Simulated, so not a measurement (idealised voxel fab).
Process module under the name voxel transistor to metal
Displayed cross-section: cut, width of 250 nm, square cells sized 5 nm.
If you're reading a cross-section in this doc, picture square cells in a grid; it comes to you as bands, top ones listed first down to the bottom, and a band can be one or more rows of cells. Per band: top height and bottom height in nm, followed by the left-to-right materials and their widths in nm; "all across" marks a single material spanning edge to edge, "air" marks empty space. All heights in this document are referenced to 0, defined as the level beneath which the wafer, as received, consists entirely of one material. The lowest band is not bounded below; it extends indefinitely downward and is written in the form "0 and below". So if you see something like "30..40" for the width, read it as the top row of the band sitting at the first number and the bottom row at the second, with every row in between moving by the same amount as the last. Step marked "remained the same"? Then no cell in the cross-section changed in it. Closed void listing: empty space of 8 cells or more with no open way to the top, each as width x height at its distance from the left edge, in nm. It should be noted that, on the line of a given step, the content following the step's settings is a remark produced by the simulator itself with respect to that step. overlay nm: mask right of planned place by this much (step with mask). Neg. = left. If you're wondering how to read the rest of this, here's the deal. It's pairs of cross-sections: one from before a process step, one from after it. The after one is only drawn as far down as the lowest band that changed. Right under each pair you'll see which step sits between them and what its settings were. Don't read the pairs as one continuous story, though. They can come from different runs of this module on the same starting wafer, and a pair only carries on from the one above it where its entry headed "Before step" says so.

Before step
* 10 down to 0 = SiO2 15; SiN 95; SiO2 30; SiN 95; SiO2 15
* 0 down to -25 = SiO2 15; Si 95; SiO2 30; Si 95; SiO2 15
* -25 and below = Si all across
* Closed void listing: none

State After Step
* 10 down to 0 = SiO2 15; air 95; SiO2 30; air 95; SiO2 15
* Under 0: no change, same as before.
* Closed void listing: none
Between before and after as drawn above: STRIP [etch materials SiN]

Before step: equal to the after panel directly above.

State After Step
* 5 down to 0 = SiO2 10; air 105; SiO2 20; air 105; SiO2 10
* 0 down to -5 = SiO2 10; air 5; Si 95; air 5; SiO2 20; air 5; Si 95; air 5; SiO2 10
* Under -5: no change, same as before.
* Closed void listing: none
Between before and after as drawn above: SELECTIVE_ETCH [etch materials SiO2] [depth nm 5]

Before step: equal to the after panel directly above.

State After Step
* 5 down to 0 = SiO2 10; air 105; SiO2 20; air 105; SiO2 10
* 0 down to -5 = SiO2 10; air 5; SiO2 95; air 5; SiO2 20; air 5; SiO2 95; air 5; SiO2 10
* -5 down to -10 = SiO2 20; Si 85; SiO2 40; Si 85; SiO2 20
* Under -10: no change, same as before.
* Closed void listing: none
Between before and after as drawn above: OXIDIZE [depth nm 5]

Before step: equal to the after panel directly above.

State After Step
* 30 down to 25 = polySi 10; air 105; polySi 20; air 105; polySi 10
* 25 down to 20 = polySi 10; air 5; polySi 95; air 5; polySi 20; air 5; polySi 95; air 5; polySi 10
* 20 down to 5 = polySi all across
* 5 down to 0 = SiO2 10; polySi 105; SiO2 20; polySi 105; SiO2 10
* 0 down to -5 = SiO2 10; polySi 5; SiO2 95; polySi 5; SiO2 20; polySi 5; SiO2 95; polySi 5; SiO2 10
* Under -5: no change, same as before.
* Closed void listing: none
Between before and after as drawn above: DIRECTIONAL_DEP [material polySi] [thk nm 25]

Before step: equal to the after panel directly above.

State After Step
* 45 down to 40 = SiCN 10; air 105; SiCN 20; air 105; SiCN 10
* 40 down to 35 = SiCN 10; air 5; SiCN 95; air 5; SiCN 20; air 5; SiCN 95; air 5; SiCN 10
* 35 down to 30 = SiCN all across
* 30 down to 25 = polySi 10; SiCN 105; polySi 20; SiCN 105; polySi 10
* 25 down to 20 = polySi 10; SiCN 5; polySi 95; SiCN 5; polySi 20; SiCN 5; polySi 95; SiCN 5; polySi 10
* Under 20: no change, same as before.
* Closed void listing: none
Between before and after as drawn above: DIRECTIONAL_DEP [material SiCN] [thk nm 15]

Before step: equal to the after panel directly above.

State After Step
* 65 down to 45 = air 50; resist 25; air 100; resist 25; air 50
* 45 down to 40 = SiCN 10; air 40; resist 25; air 40; SiCN 20; air 40; resist 25; air 40; SiCN 10
* Under 40: no change, same as before.
* Closed void listing: none
Between before and after as drawn above: PATTERN [tone cover] [mask id GATE] [material resist] [width nm 25] [pitch nm 125] [thk nm 20] [overlay nm 0]

Before step: equal to the after panel directly above.

State After Step
* 65 down to 40 = air 50; resist 25; air 100; resist 25; air 50
* 40 down to 30 = air 50; SiCN 25; air 100; SiCN 25; air 50
* 30 down to 25 = polySi 10; air 40; SiCN 25; air 40; polySi 20; air 40; SiCN 25; air 40; polySi 10
* 25 down to 20 = polySi 10; air 5; polySi 95; air 5; polySi 20; air 5; polySi 95; air 5; polySi 10
* Under 20: no change, same as before.
* Closed void listing: none
Between before and after as drawn above: DIRECTIONAL_ETCH [etch materials SiCN] [depth nm 25]

Before step: equal to the after panel directly above.

State After Step
* 65 down to 40 = air 50; resist 25; air 100; resist 25; air 50
* 40 down to 25 = air 50; SiCN 25; air 100; SiCN 25; air 50
* 25 down to 5 = air 50; polySi 25; air 100; polySi 25; air 50
* 5 down to 0 = SiO2 10; air 40; polySi 25; air 40; SiO2 20; air 40; polySi 25; air 40; SiO2 10
* 0 down to -5 = SiO2 10; air 5; SiO2 95; air 5; SiO2 20; air 5; SiO2 95; air 5; SiO2 10
* Under -5: no change, same as before.
* Closed void listing: none
Between before and after as drawn above: DIRECTIONAL_ETCH [etch materials polySi] [depth nm 35]

Before step: equal to the after panel directly above.

State After Step
* 40 down to 25 = air 50; SiCN 25; air 100; SiCN 25; air 50
* Under 25: no change, same as before.
* Closed void listing: none
Between before and after as drawn above: STRIP [etch materials resist]

Before step: equal to the after panel directly above.

State After Step
* 45 down to 40 = air 45; SiO2 35; air 90; SiO2 35; air 45
* 40 down to 25 = air 45; SiO2 5; SiCN 25; SiO2 5; air 90; SiO2 5; SiCN 25; SiO2 5; air 45
* 25 down to 10 = air 45; SiO2 5; polySi 25; SiO2 5; air 90; SiO2 5; polySi 25; SiO2 5; air 45
* 10 down to 5 = SiO2 15; air 30; SiO2 5; polySi 25; SiO2 5; air 30; SiO2 30; air 30; SiO2 5; polySi 25; SiO2 5; air 30; SiO2 15
* 5 down to 0 = SiO2 50; polySi 25; SiO2 100; polySi 25; SiO2 50
* 0 down to -5 = SiO2 all across
* Under -5: no change, same as before.
* Closed void listing: none
Between before and after as drawn above: CONFORMAL_DEP [material SiO2] [thk nm 5]

Before step: equal to the after panel directly above.

State After Step
* 40 down to 25 = air 45; SiO2 5; SiCN 25; SiO2 5; air 90; SiO2 5; SiCN 25; SiO2 5; air 45
* 25 down to 5 = air 45; SiO2 5; polySi 25; SiO2 5; air 90; SiO2 5; polySi 25; SiO2 5; air 45
* 5 down to 0 = SiO2 15; air 30; SiO2 5; polySi 25; SiO2 5; air 30; SiO2 30; air 30; SiO2 5; polySi 25; SiO2 5; air 30; SiO2 15
* Under 0: no change, same as before.
* Closed void listing: none
Between before and after as drawn above: DIRECTIONAL_ETCH [etch materials SiO2] [depth nm 5]

Before step: equal to the after panel directly above.

State After Step
* 50 down to 40 = air 35; SiN 55; air 70; SiN 55; air 35
* 40 down to 25 = air 35; SiN 10; SiO2 5; SiCN 25; SiO2 5; SiN 10; air 70; SiN 10; SiO2 5; SiCN 25; SiO2 5; SiN 10; air 35
* 25 down to 15 = air 35; SiN 10; SiO2 5; polySi 25; SiO2 5; SiN 10; air 70; SiN 10; SiO2 5; polySi 25; SiO2 5; SiN 10; air 35
* 15 down to 10 = SiN 25; air 10; SiN 10; SiO2 5; polySi 25; SiO2 5; SiN 10; air 10; SiN 50; air 10; SiN 10; SiO2 5; polySi 25; SiO2 5; SiN 10; air 10; SiN 25
* 10 down to 5 = SiN 45; SiO2 5; polySi 25; SiO2 5; SiN 90; SiO2 5; polySi 25; SiO2 5; SiN 45
* 5 down to 0 = SiO2 15; SiN 30; SiO2 5; polySi 25; SiO2 5; SiN 30; SiO2 30; SiN 30; SiO2 5; polySi 25; SiO2 5; SiN 30; SiO2 15
* Under 0: no change, same as before.
* Closed void listing: none
Between before and after as drawn above: CONFORMAL_DEP [material SiN] [thk nm 10]

Before step: equal to the after panel directly above.

State After Step
* 40 down to 25 = air 35; SiN 10; SiO2 5; SiCN 25; SiO2 5; SiN 10; air 70; SiN 10; SiO2 5; SiCN 25; SiO2 5; SiN 10; air 35
* 25 down to 5 = air 35; SiN 10; SiO2 5; polySi 25; SiO2 5; SiN 10; air 70; SiN 10; SiO2 5; polySi 25; SiO2 5; SiN 10; air 35
* 5 down to 0 = SiO2 15; SiN 10; air 10; SiN 10; SiO2 5; polySi 25; SiO2 5; SiN 10; air 10; SiN 10; SiO2 30; SiN 10; air 10; SiN 10; SiO2 5; polySi 25; SiO2 5; SiN 10; air 10; SiN 10; SiO2 15
* Under 0: no change, same as before.
* Closed void listing: none
Between before and after as drawn above: DIRECTIONAL_ETCH [etch materials SiN] [depth nm 10]

Before step: equal to the after panel directly above.

State After Step
* 40 down to 35 = air 35; SiN 10; air 5; SiCN 25; air 5; SiN 10; air 70; SiN 10; air 5; SiCN 25; air 5; SiN 10; air 35
* 35 down to 25 = air 35; SiN 10; SiO2 5; SiCN 25; SiO2 5; SiN 10; air 70; SiN 10; SiO2 5; SiCN 25; SiO2 5; SiN 10; air 35
* 25 down to 5 = air 35; SiN 10; SiO2 5; polySi 25; SiO2 5; SiN 10; air 70; SiN 10; SiO2 5; polySi 25; SiO2 5; SiN 10; air 35
* 5 down to 0 = air 15; SiN 10; air 10; SiN 10; SiO2 5; polySi 25; SiO2 5; SiN 10; air 10; SiN 10; air 30; SiN 10; air 10; SiN 10; SiO2 5; polySi 25; SiO2 5; SiN 10; air 10; SiN 10; air 15
* 0 down to -5 = SiO2 25; air 10; SiO2 55; air 10; SiO2 50; air 10; SiO2 55; air 10; SiO2 25
* Under -5: no change, same as before.
* Closed void listing: none
Between before and after as drawn above: DIRECTIONAL_ETCH [etch materials SiO2] [depth nm 5]

Before step: equal to the after panel directly above.

State After Step
* 40 down to 35 = air 35; SiN 10; air 5; SiCN 25; air 5; SiN 10; air 70; SiN 10; air 5; SiCN 25; air 5; SiN 10; air 35
* 35 down to 25 = air 35; SiN 10; SiO2 5; SiCN 25; SiO2 5; SiN 10; air 70; SiN 10; SiO2 5; SiCN 25; SiO2 5; SiN 10; air 35
* 25 down to 5 = air 35; SiN 10; SiO2 5; polySi 25; SiO2 5; SiN 10; air 70; SiN 10; SiO2 5; polySi 25; SiO2 5; SiN 10; air 35
* 5 down to 0 = air 15; SiN 10; air 10; SiN 10; SiO2 5; polySi 25; SiO2 5; SiN 10; air 10; SiN 10; air 30; SiN 10; air 10; SiN 10; SiO2 5; polySi 25; SiO2 5; SiN 10; air 10; SiN 10; air 15
* 0 down to -5 = SiO2 25; air 10; SiO2 55; air 10; SiO2 50; air 10; SiO2 55; air 10; SiO2 25
* -5 down to -10 = SiO2 20; Si 5; air 10; Si 55; air 10; Si 5; SiO2 40; Si 5; air 10; Si 55; air 10; Si 5; SiO2 20
* Under -10: no change, same as before.
* Closed void listing: none
Between before and after as drawn above: DIRECTIONAL_ETCH [etch materials Si] [depth nm 5]

Before step: equal to the after panel directly above.

State After Step
* 40 down to 35 = air 35; SiN 10; air 5; SiCN 25; air 5; SiN 10; air 70; SiN 10; air 5; SiCN 25; air 5; SiN 10; air 35
* 35 down to 25 = air 35; SiN 10; SiO2 5; SiCN 25; SiO2 5; SiN 10; air 70; SiN 10; SiO2 5; SiCN 25; SiO2 5; SiN 10; air 35
* 25 down to 5 = air 35; SiN 10; SiO2 5; polySi 25; SiO2 5; SiN 10; air 70; SiN 10; SiO2 5; polySi 25; SiO2 5; SiN 10; air 35
* 5 down to 0 = air 15; SiN 10; pSi 10; SiN 10; SiO2 5; polySi 25; SiO2 5; SiN 10; pSi 10; SiN 10; air 30; SiN 10; pSi 10; SiN 10; SiO2 5; polySi 25; SiO2 5; SiN 10; pSi 10; SiN 10; air 15
* 0 down to -5 = SiO2 25; pSi 10; SiO2 55; pSi 10; SiO2 50; pSi 10; SiO2 55; pSi 10; SiO2 25
* -5 down to -10 = SiO2 20; Si 5; pSi 10; Si 55; pSi 10; Si 5; SiO2 40; Si 5; pSi 10; Si 55; pSi 10; Si 5; SiO2 20
* Under -10: no change, same as before.
* Closed void listing: none
Between before and after as drawn above: EPI [material pSi] [thk nm 10]

Before step: equal to the after panel directly above.

State After Step
* 50 down to 40 = SiO2 all across
* 40 down to 25 = SiO2 35; SiN 10; SiO2 5; SiCN 25; SiO2 5; SiN 10; SiO2 70; SiN 10; SiO2 5; SiCN 25; SiO2 5; SiN 10; SiO2 35
* 25 down to 5 = SiO2 35; SiN 10; SiO2 5; polySi 25; SiO2 5; SiN 10; SiO2 70; SiN 10; SiO2 5; polySi 25; SiO2 5; SiN 10; SiO2 35
* 5 down to 0 = SiO2 15; SiN 10; pSi 10; SiN 10; SiO2 5; polySi 25; SiO2 5; SiN 10; pSi 10; SiN 10; SiO2 30; SiN 10; pSi 10; SiN 10; SiO2 5; polySi 25; SiO2 5; SiN 10; pSi 10; SiN 10; SiO2 15
* Under 0: no change, same as before.
* Closed void listing: none
Between before and after as drawn above: FILL_DEP [material SiO2] [thk nm 10]

Before step: equal to the after panel directly above.

State After Step
* 40 down to 25 = SiO2 35; SiN 10; SiO2 5; SiCN 25; SiO2 5; SiN 10; SiO2 70; SiN 10; SiO2 5; SiCN 25; SiO2 5; SiN 10; SiO2 35
* Under 25: no change, same as before.
* Closed void listing: none
Between before and after as drawn above: CMP [height nm 40]

Before step: equal to the after panel directly above.

State After Step
* 55 down to 40 = SiO2 all across
* Under 40: no change, same as before.
* Closed void listing: none
Between before and after as drawn above: DIRECTIONAL_DEP [material SiO2] [thk nm 15]

Before step: equal to the after panel directly above.

State After Step
* 65 down to 55 = aC all across
* Under 55: no change, same as before.
* Closed void listing: none
Between before and after as drawn above: DIRECTIONAL_DEP [material aC] [thk nm 10]

Before step: equal to the after panel directly above.

State After Step
* 90 down to 65 = resist 20; air 25; resist 35; air 25; resist 40; air 25; resist 35; air 25; resist 20
* Under 65: no change, same as before.
* Closed void listing: none
Between before and after as drawn above: PATTERN [tone open] [mask id CONTACT] [material resist] [width nm 25] [thk nm 25] [overlay nm 0]

Before step: equal to the after panel directly above.

State After Step
* 80 down to 65 = resist 20; air 25; resist 35; air 25; resist 40; air 25; resist 35; air 25; resist 20
* 65 down to 55 = aC 20; air 25; aC 35; air 25; aC 40; air 25; aC 35; air 25; aC 20
* Under 55: no change, same as before.
* Closed void listing: none
Between before and after as drawn above: DIRECTIONAL_ETCH [etch materials aC] [depth nm 10]

Before step: equal to the after panel directly above.

State After Step
* 65 down to 55 = aC 20; air 25; aC 35; air 25; aC 40; air 25; aC 35; air 25; aC 20
* Under 55: no change, same as before.
* Closed void listing: none
Between before and after as drawn above: STRIP [etch materials resist]

Before step: equal to the after panel directly above.

State After Step
* 65 down to 55 = aC 20; air 25; aC 35; air 25; aC 40; air 25; aC 35; air 25; aC 20
* 55 down to 40 = SiO2 20; air 25; SiO2 35; air 25; SiO2 40; air 25; SiO2 35; air 25; SiO2 20
* 40 down to 25 = SiO2 20; air 15; SiN 10; SiO2 5; SiCN 25; SiO2 5; SiN 10; air 15; SiO2 40; air 15; SiN 10; SiO2 5; SiCN 25; SiO2 5; SiN 10; air 15; SiO2 20
* 25 down to 5 = SiO2 20; air 15; SiN 10; SiO2 5; polySi 25; SiO2 5; SiN 10; air 15; SiO2 40; air 15; SiN 10; SiO2 5; polySi 25; SiO2 5; SiN 10; air 15; SiO2 20
* Under 5: no change, same as before.
* Closed void listing: none
Between before and after as drawn above: DIRECTIONAL_ETCH [etch materials SiO2] [depth nm 50]

Before step: equal to the after panel directly above.

State After Step
* 55 down to 40 = SiO2 20; air 25; SiO2 35; air 25; SiO2 40; air 25; SiO2 35; air 25; SiO2 20
* Under 40: no change, same as before.
* Closed void listing: none
Between before and after as drawn above: STRIP [etch materials aC]

Before step: equal to the after panel directly above.

State After Step
* 60 down to 55 = TiN 25; air 15; TiN 45; air 15; TiN 50; air 15; TiN 45; air 15; TiN 25
* 55 down to 45 = SiO2 20; TiN 5; air 15; TiN 5; SiO2 35; TiN 5; air 15; TiN 5; SiO2 40; TiN 5; air 15; TiN 5; SiO2 35; TiN 5; air 15; TiN 5; SiO2 20
* 45 down to 40 = SiO2 20; TiN 5; air 5; TiN 15; SiO2 35; TiN 15; air 5; TiN 5; SiO2 40; TiN 5; air 5; TiN 15; SiO2 35; TiN 15; air 5; TiN 5; SiO2 20
* 40 down to 25 = SiO2 20; TiN 5; air 5; TiN 5; SiN 10; SiO2 5; SiCN 25; SiO2 5; SiN 10; TiN 5; air 5; TiN 5; SiO2 40; TiN 5; air 5; TiN 5; SiN 10; SiO2 5; SiCN 25; SiO2 5; SiN 10; TiN 5; air 5; TiN 5; SiO2 20
* 25 down to 10 = SiO2 20; TiN 5; air 5; TiN 5; SiN 10; SiO2 5; polySi 25; SiO2 5; SiN 10; TiN 5; air 5; TiN 5; SiO2 40; TiN 5; air 5; TiN 5; SiN 10; SiO2 5; polySi 25; SiO2 5; SiN 10; TiN 5; air 5; TiN 5; SiO2 20
* 10 down to 5 = SiO2 20; TiN 15; SiN 10; SiO2 5; polySi 25; SiO2 5; SiN 10; TiN 15; SiO2 40; TiN 15; SiN 10; SiO2 5; polySi 25; SiO2 5; SiN 10; TiN 15; SiO2 20
* Under 5: no change, same as before.
* Closed void listing: none
Between before and after as drawn above: CONFORMAL_DEP [material TiN] [thk nm 5]

Before step: equal to the after panel directly above.

State After Step
* 65 down to 60 = Ru all across
* 60 down to 55 = TiN 25; Ru 15; TiN 45; Ru 15; TiN 50; Ru 15; TiN 45; Ru 15; TiN 25
* 55 down to 45 = SiO2 20; TiN 5; Ru 15; TiN 5; SiO2 35; TiN 5; Ru 15; TiN 5; SiO2 40; TiN 5; Ru 15; TiN 5; SiO2 35; TiN 5; Ru 15; TiN 5; SiO2 20
* 45 down to 40 = SiO2 20; TiN 5; Ru 5; TiN 15; SiO2 35; TiN 15; Ru 5; TiN 5; SiO2 40; TiN 5; Ru 5; TiN 15; SiO2 35; TiN 15; Ru 5; TiN 5; SiO2 20
* 40 down to 25 = SiO2 20; TiN 5; Ru 5; TiN 5; SiN 10; SiO2 5; SiCN 25; SiO2 5; SiN 10; TiN 5; Ru 5; TiN 5; SiO2 40; TiN 5; Ru 5; TiN 5; SiN 10; SiO2 5; SiCN 25; SiO2 5; SiN 10; TiN 5; Ru 5; TiN 5; SiO2 20
* 25 down to 10 = SiO2 20; TiN 5; Ru 5; TiN 5; SiN 10; SiO2 5; polySi 25; SiO2 5; SiN 10; TiN 5; Ru 5; TiN 5; SiO2 40; TiN 5; Ru 5; TiN 5; SiN 10; SiO2 5; polySi 25; SiO2 5; SiN 10; TiN 5; Ru 5; TiN 5; SiO2 20
* Under 10: no change, same as before.
* Closed void listing: none
Between before and after as drawn above: FILL_DEP [material Ru] [thk nm 5]

Before step: equal to the after panel directly above.

State After Step
* 55 down to 45 = SiO2 20; TiN 5; Ru 15; TiN 5; SiO2 35; TiN 5; Ru 15; TiN 5; SiO2 40; TiN 5; Ru 15; TiN 5; SiO2 35; TiN 5; Ru 15; TiN 5; SiO2 20
* Under 45: no change, same as before.
* Closed void listing: none
Between before and after as drawn above: CMP [height nm 55]

Before step: equal to the after panel directly above.

State After Step
* 60 down to 55 = TiN all across
* Under 55: no change, same as before.
* Closed void listing: none
Between before and after as drawn above: DIRECTIONAL_DEP [material TiN] [thk nm 5]

Before step: equal to the after panel directly above.

State After Step
* 85 down to 60 = Ru all across
* Under 60: no change, same as before.
* Closed void listing: none
Between before and after as drawn above: DIRECTIONAL_DEP [material Ru] [thk nm 25]

Before step: equal to the after panel directly above.

State After Step
* 85 down to 60 = air 20; Ru 15; air 55; Ru 15; air 40; Ru 15; air 55; Ru 15; air 20
* Under 60: no change, same as before.
* Closed void listing: none
Between before and after as drawn above: MASKED_ETCH [tone cover] [mask id METAL_1] [width nm 15] [etch materials Ru] [depth nm 25] [overlay nm 0]

Before step: equal to the after panel directly above.

State After Step
* 85 down to 60 = air 20; Ru 15; air 55; Ru 15; air 40; Ru 15; air 55; Ru 15; air 20
* 60 down to 55 = air 20; TiN 15; air 55; TiN 15; air 40; TiN 15; air 55; TiN 15; air 20
* Under 55: no change, same as before.
* Closed void listing: none
Between before and after as drawn above: MASKED_ETCH [tone cover] [mask id METAL_1] [width nm 15] [etch materials TiN] [depth nm 5] [overlay nm 0]

Before step: equal to the after panel directly above.

State After Step
* 90 down to 85 = air 15; SiN 25; air 45; SiN 25; air 30; SiN 25; air 45; SiN 25; air 15
* 85 down to 60 = air 15; SiN 5; Ru 15; SiN 5; air 45; SiN 5; Ru 15; SiN 5; air 30; SiN 5; Ru 15; SiN 5; air 45; SiN 5; Ru 15; SiN 5; air 15
* 60 down to 55 = SiN 20; TiN 15; SiN 55; TiN 15; SiN 40; TiN 15; SiN 55; TiN 15; SiN 20
* Under 55: no change, same as before.
* Closed void listing: none
Between before and after as drawn above: CONFORMAL_DEP [material SiN] [thk nm 5]

Before step: equal to the after panel directly above.

State After Step
* 100 down to 90 = lowk all across
* 90 down to 85 = lowk 15; SiN 25; lowk 45; SiN 25; lowk 30; SiN 25; lowk 45; SiN 25; lowk 15
* 85 down to 60 = lowk 15; SiN 5; Ru 15; SiN 5; lowk 45; SiN 5; Ru 15; SiN 5; lowk 30; SiN 5; Ru 15; SiN 5; lowk 45; SiN 5; Ru 15; SiN 5; lowk 15
* Under 60: no change, same as before.
* Closed void listing: none
Between before and after as drawn above: FILL_DEP [material lowk] [thk nm 10]

Before step: equal to the after panel directly above.

State After Step
* 85 down to 60 = lowk 15; SiN 5; Ru 15; SiN 5; lowk 45; SiN 5; Ru 15; SiN 5; lowk 30; SiN 5; Ru 15; SiN 5; lowk 45; SiN 5; Ru 15; SiN 5; lowk 15
* Under 60: no change, same as before.
* Closed void listing: none
Between before and after as drawn above: CMP [height nm 85]

Before step: equal to the after panel directly above.

State After Step
* 90 down to 85 = SiCN all across
* Under 85: no change, same as before.
* Closed void listing: none
Between before and after as drawn above: CONFORMAL_DEP [material SiCN] [thk nm 5]

Before step: equal to the after panel directly above.

State After Step
* 120 down to 90 = lowk all across
* Under 90: no change, same as before.
* Closed void listing: none
Between before and after as drawn above: DIRECTIONAL_DEP [material lowk] [thk nm 30]

Before step: equal to the after panel directly above.

State After Step
* 120 down to 100 = lowk 20; air 15; lowk 110; air 15; lowk 90
* Under 100: no change, same as before.
* Closed void listing: none
Between before and after as drawn above: MASKED_ETCH [tone open] [mask id METAL_2] [width nm 15] [pitch nm 125] [etch materials lowk] [depth nm 20] [overlay nm 0]

Before step: equal to the after panel directly above.

State After Step
* 135 down to 120 = aC 20; air 15; aC 110; air 15; aC 90
* 120 down to 115 = lowk 20; air 15; lowk 110; air 15; lowk 90
* 115 down to 100 = lowk 20; aC 15; lowk 110; aC 15; lowk 90
* Under 100: no change, same as before.
* Closed void listing: none
Between before and after as drawn above: DIRECTIONAL_DEP [material aC] [thk nm 15]

Before step: equal to the after panel directly above.

State After Step
* 165 down to 135 = resist 20; air 15; resist 110; air 15; resist 90
* Under 135: no change, same as before.
* Closed void listing: none
Between before and after as drawn above: PATTERN [tone open] [mask id METAL_2_HOLES] [material resist] [width nm 15] [pitch nm 125] [thk nm 30] [overlay nm 0]

Before step: equal to the after panel directly above.

State After Step
* 150 down to 135 = resist 20; air 15; resist 110; air 15; resist 90
* 135 down to 120 = aC 20; air 15; aC 110; air 15; aC 90
* 120 down to 100 = lowk 20; air 15; lowk 110; air 15; lowk 90
* Under 100: no change, same as before.
* Closed void listing: none
Between before and after as drawn above: DIRECTIONAL_ETCH [etch materials aC] [depth nm 15]

Before step: equal to the after panel directly above.

State After Step
* 135 down to 120 = aC 20; air 15; aC 110; air 15; aC 90
* Under 120: no change, same as before.
* Closed void listing: none
Between before and after as drawn above: STRIP [etch materials resist]

Before step: equal to the after panel directly above.

State After Step
* 135 down to 120 = aC 20; air 15; aC 110; air 15; aC 90
* 120 down to 90 = lowk 20; air 15; lowk 110; air 15; lowk 90
* Under 90: no change, same as before.
* Closed void listing: none
Between before and after as drawn above: DIRECTIONAL_ETCH [etch materials lowk] [depth nm 10]

Before step: equal to the after panel directly above.

State After Step
* 135 down to 120 = aC 20; air 15; aC 110; air 15; aC 90
* 120 down to 90 = lowk 20; air 15; lowk 110; air 15; lowk 90
* 90 down to 85 = SiCN 20; air 15; SiCN 110; air 15; SiCN 90
* Under 85: no change, same as before.
* Closed void listing: none
Between before and after as drawn above: DIRECTIONAL_ETCH [etch materials SiCN] [depth nm 5]

Before step: equal to the after panel directly above.

State After Step
* 120 down to 90 = lowk 20; air 15; lowk 110; air 15; lowk 90
* Under 90: no change, same as before.
* Closed void listing: none
Between before and after as drawn above: STRIP [etch materials aC]

Before step: equal to the after panel directly above.

State After Step
* 125 down to 120 = TiN 25; air 5; TiN 120; air 5; TiN 95
* 120 down to 90 = lowk 20; TiN 5; air 5; TiN 5; lowk 110; TiN 5; air 5; TiN 5; lowk 90
* 90 down to 85 = SiCN 20; TiN 15; SiCN 110; TiN 15; SiCN 90
* Under 85: no change, same as before.
* Closed void listing: none
Between before and after as drawn above: CONFORMAL_DEP [material TiN] [thk nm 5]

Before step: equal to the after panel directly above.

State After Step
* 130 down to 125 = Ru all across
* 125 down to 120 = TiN 25; Ru 5; TiN 120; Ru 5; TiN 95
* 120 down to 90 = lowk 20; TiN 5; Ru 5; TiN 5; lowk 110; TiN 5; Ru 5; TiN 5; lowk 90
* Under 90: no change, same as before.
* Closed void listing: none
Between before and after as drawn above: FILL_DEP [material Ru] [thk nm 5]

Before step: equal to the after panel directly above.

State After Step
* 120 down to 90 = lowk 20; TiN 5; Ru 5; TiN 5; lowk 110; TiN 5; Ru 5; TiN 5; lowk 90
* Under 90: no change, same as before.
* Closed void listing: none
Between before and after as drawn above: CMP [height nm 120]

Before step: equal to the after panel directly above.

State After Step
* 125 down to 120 = SiN all across
* Under 120: no change, same as before.
* Closed void listing: none
Between before and after as drawn above: CONFORMAL_DEP [material SiN] [thk nm 5]

Before step
* 55 down to 40 = SiO2 all across
* 40 down to 25 = SiO2 35; SiN 10; SiO2 5; SiCN 25; SiO2 5; SiN 10; SiO2 70; SiN 10; SiO2 5; SiCN 25; SiO2 5; SiN 10; SiO2 35
* 25 down to 5 = SiO2 35; SiN 10; SiO2 5; polySi 25; SiO2 5; SiN 10; SiO2 70; SiN 10; SiO2 5; polySi 25; SiO2 5; SiN 10; SiO2 35
* 5 down to 0 = SiO2 15; SiN 10; pSi 10; SiN 10; SiO2 5; polySi 25; SiO2 5; SiN 10; pSi 10; SiN 10; SiO2 30; SiN 10; pSi 10; SiN 10; SiO2 5; polySi 25; SiO2 5; SiN 10; pSi 10; SiN 10; SiO2 15
* 0 down to -5 = SiO2 25; pSi 10; SiO2 55; pSi 10; SiO2 50; pSi 10; SiO2 55; pSi 10; SiO2 25
* -5 down to -10 = SiO2 15; Si 10; pSi 10; Si 55; pSi 10; Si 10; SiO2 30; Si 10; pSi 10; Si 55; pSi 10; Si 10; SiO2 15
* -10 down to -25 = SiO2 15; Si 95; SiO2 30; Si 95; SiO2 15
* -25 and below = Si all across
* Closed void listing: none

State After Step
* 70 down to 40 = SiO2 all across
* Under 40: no change, same as before.
* Closed void listing: none
Between before and after as drawn above: DIRECTIONAL_DEP [material SiO2] [thk nm 15]

Before step: equal to the after panel directly above.

State After Step
* 80 down to 70 = aC all across
* Under 70: no change, same as before.
* Closed void listing: none
Between before and after as drawn above: DIRECTIONAL_DEP [material aC] [thk nm 10]

Before step: equal to the after panel directly above.

State After Step
* 105 down to 80 = resist 20; air 25; resist 35; air 25; resist 40; air 25; resist 35; air 25; resist 20
* Under 80: no change, same as before.
* Closed void listing: none
Between before and after as drawn above: PATTERN [tone open] [mask id CONTACT] [material resist] [width nm 25] [thk nm 25] [overlay nm 0]

Before step: equal to the after panel directly above.

State After Step
* 95 down to 80 = resist 20; air 25; resist 35; air 25; resist 40; air 25; resist 35; air 25; resist 20
* 80 down to 70 = aC 20; air 25; aC 35; air 25; aC 40; air 25; aC 35; air 25; aC 20
* Under 70: no change, same as before.
* Closed void listing: none
Between before and after as drawn above: DIRECTIONAL_ETCH [etch materials aC] [depth nm 10]

Before step: equal to the after panel directly above.

State After Step
* 80 down to 70 = aC 20; air 25; aC 35; air 25; aC 40; air 25; aC 35; air 25; aC 20
* Under 70: no change, same as before.
* Closed void listing: none
Between before and after as drawn above: STRIP [etch materials resist]

Before step: equal to the after panel directly above.

State After Step
* 80 down to 70 = aC 20; air 25; aC 35; air 25; aC 40; air 25; aC 35; air 25; aC 20
* 70 down to 40 = SiO2 20; air 25; SiO2 35; air 25; SiO2 40; air 25; SiO2 35; air 25; SiO2 20
* 40 down to 25 = SiO2 20; air 15; SiN 10; SiO2 5; SiCN 25; SiO2 5; SiN 10; air 15; SiO2 40; air 15; SiN 10; SiO2 5; SiCN 25; SiO2 5; SiN 10; air 15; SiO2 20
* 25 down to 20 = SiO2 20; air 15; SiN 10; SiO2 5; polySi 25; SiO2 5; SiN 10; air 15; SiO2 40; air 15; SiN 10; SiO2 5; polySi 25; SiO2 5; SiN 10; air 15; SiO2 20
* Under 20: no change, same as before.
* Closed void listing: none
Between before and after as drawn above: DIRECTIONAL_ETCH [etch materials SiO2] [depth nm 50]

Before step: equal to the after panel directly above.

State After Step
* 70 down to 40 = SiO2 20; air 25; SiO2 35; air 25; SiO2 40; air 25; SiO2 35; air 25; SiO2 20
* Under 40: no change, same as before.
* Closed void listing: none
Between before and after as drawn above: STRIP [etch materials aC]
